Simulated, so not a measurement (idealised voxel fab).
process module | voxel released beams
cross-section cut | 145 nm wide | cells 5 nm
A cross-section is a grid of square cells, given in bands from the top down. A band is one or more rows of cells.
Each band's line starts with the height of the band's top and of its bottom, in nm. Then come its materials from left to right, each with its width in nm. One material with "throughout" fills the band from edge to edge. "air" is empty space.
Height 0 is the level under which the wafer as received is all one material. The lowest band goes on downwards, as in "0 down".
A width such as "30 to 40" changes by the same amount from each row of cells to the next, from the band's top row to its bottom row.
"no change" after a step means that no cell of the cross-section changed.
closed voids: empty space of 8 cells or more with no open way to the top, each as width x height at its distance from the left edge, in nm
after a step's settings: what the simulator itself notes on the step
overlay nm, on a step with a mask: how far to the right of its planned place the mask lay; to the left if negative
plan
1 op RECEIVE | material Si
2 op CONFORMAL_DEP | material Al2O3 | thk nm 5
3 op DIRECTIONAL_DEP | material SiO2 | thk nm 15
4 op DIRECTIONAL_DEP | material aC | thk nm 10
5 op PATTERN | tone open | mask id ANCHOR | material resist | width nm 30 | thk nm 30 | overlay nm 0
6 op DIRECTIONAL_ETCH | etch materials aC | depth nm 10
7 op STRIP | etch materials resist
8 op DIRECTIONAL_ETCH | etch materials SiO2 | depth nm 15
9 op STRIP | etch materials aC
10 op CONFORMAL_DEP | material SiN | thk nm 10
11 op DIRECTIONAL_DEP | material aC | thk nm 15
12 op PATTERN | tone cover | mask id BEAM | material resist | width nm 90 | thk nm 35 | overlay nm 0
13 op DIRECTIONAL_ETCH | etch materials aC | depth nm 15
14 op STRIP | etch materials resist
15 op DIRECTIONAL_ETCH | etch materials SiN | depth nm 10
16 op STRIP | etch materials aC
17 op STRIP | etch materials SiO2
as received, after step 1
  0 down: Si throughout
  closed voids: none
a wafer at the end: this start, this plan, one mistake
  25 to 15: air 25 | SiN 15 | air 10 | SiN 65 | air 30
  15 to 10: air 30 | SiN 10 | air 10 | SiN 10 | air 85
  10 to 0: air 30 | SiN 30 | air 85
  0 down: Si throughout
  closed voids: none
what went wrong: step 2 was left out
